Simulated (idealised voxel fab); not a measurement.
Proc. module: voxel self aligned vias
Displayed cross-section: cut, width of 210 nm, square cells sized 5 nm.
A cross-section in this document is a grid of square cells, and it is written down as bands, the top band listed before the ones below it; a band is made up of one or more rows of cells.
In this notation a band is specified by the heights of its top and bottom, in that order and in nm, after which its materials appear from left to right, each paired with its width in nm. The word "all across" attached to a single material means that material fills the band from edge to edge; the word "blank" stands for empty space.
It should be noted that heights are counted from 0, beneath which the wafer as supplied is of one material throughout, and that the lowest band possesses no lower boundary but continues downward, as written in "top 0, no bottom".
With a width like "30..40", each row of cells in the band differs from the next by the same amount, the top row carrying the first number and the bottom row the second.
Reading "identical to before" for a step: not a cell of the cross-section changed in it.
This entry, "Listed closed voids", enumerates those empty regions of no fewer than 8 cells that possess no open connection to the top. Each region is reported in the form width x height at distance, the distance being taken from the left edge, with all three quantities expressed in nm.
On each step's line, the part that comes after the settings is the simulator's own comment on the step.
overlay nm: for a step with a mask, the amount by which the mask lay right of where it was planned; a negative amount means left of it.
PLANNED PROCESS STEPS
1: RECEIVE,material Si
2: CONFORMAL_DEP,material SiO2,thk nm 15
3: CONFORMAL_DEP,material SiCN,thk nm 5
4: DIRECTIONAL_DEP,material SiO2,thk nm 20
5: PATTERN,tone open,mask id LINES,material resist,width nm 30,pitch nm 80,thk nm 15,overlay nm 0
6: DIRECTIONAL_ETCH,etch materials SiO2,depth nm 20
7: STRIP,etch materials resist
8: CONFORMAL_DEP,material TiN,thk nm 5
9: FILL_DEP,material Ru,thk nm 5
10: CMP,height nm 40
11: SELECTIVE_ETCH,etch materials W Ru TiN,depth nm 5
12: FILL_DEP,material SiN,thk nm 10
13: CMP,height nm 40
14: DIRECTIONAL_DEP,material SiO2,thk nm 15
15: MASKED_ETCH,tone open,mask id VIAS,width nm 50,pitch nm 80,etch materials SiO2,depth nm 15,overlay nm 0
16: MASKED_ETCH,tone open,mask id VIAS,width nm 50,pitch nm 80,etch materials SiN,depth nm 5,overlay nm 0
17: CONFORMAL_DEP,material TiN,thk nm 5
18: FILL_DEP,material Cu,thk nm 5
19: CMP,height nm 55
20: CONFORMAL_DEP,material SiCN,thk nm 5
WAFER AS RECEIVED: CROSS-SECTION FOLLOWING STEP 1
	top 0, no bottom: Si all across
	Listed closed voids: none
LOOKING AT THE FIRST OF TWO WAFERS IN CROSS-SECTION AT END OF MODULE - RAN TO PLAN
	top 60, bottom 55: SiCN all across
	top 55, bottom 45: SiO2 40 | TiN 5 | Cu 40 | TiN 5 | SiO2 30 | TiN 5 | Cu 40 | TiN 5 | SiO2 40
	top 45, bottom 40: SiO2 40 | TiN 15 | Cu 20 | TiN 15 | SiO2 30 | TiN 15 | Cu 20 | TiN 15 | SiO2 40
	top 40, bottom 35: SiO2 50 | TiN 30 | SiO2 50 | TiN 30 | SiO2 50
	top 35, bottom 25: SiO2 50 | TiN 5 | Ru 20 | TiN 5 | SiO2 50 | TiN 5 | Ru 20 | TiN 5 | SiO2 50
	top 25, bottom 20: SiO2 50 | TiN 30 | SiO2 50 | TiN 30 | SiO2 50
	top 20, bottom 15: SiCN all across
	top 15, bottom 0: SiO2 all across
	top 0, no bottom: Si all across
	Listed closed voids: none
END-OF-MODULE CROSS-SECTION OF THE SECOND WAFER: IDENTICAL STARTING POINT AND PROCESS PLAN TO THE FIRST, WITH ONE PROCESSING MISTAKE
	top 60, bottom 55: SiCN all across
	top 55, bottom 40: SiO2 40 | TiN 5 | Cu 40 | TiN 5 | SiO2 30 | TiN 5 | Cu 40 | TiN 5 | SiO2 40
	top 40, bottom 35: SiN 40 | TiN 50 | SiN 30 | TiN 50 | SiN 40
	top 35, bottom 20: SiO2 50 | TiN 5 | Ru 20 | TiN 5 | SiO2 50 | TiN 5 | Ru 20 | TiN 5 | SiO2 50
	top 20, bottom 15: SiO2 50 | TiN 30 | SiO2 50 | TiN 30 | SiO2 50
	top 15, bottom 0: SiO2 all across
	top 0, no bottom: Si all across
	Listed closed voids: none
What was the processing mistake? the run left out plan step 3 entirely, so it was never executed
Once processing is complete, comparing cell counts shows that the second wafer has more or fewer of certain materials than the first: 8 more of Cu; 8 more of Ru; 42 fewer of SiCN; 22 more of SiN; 4 more of TiN
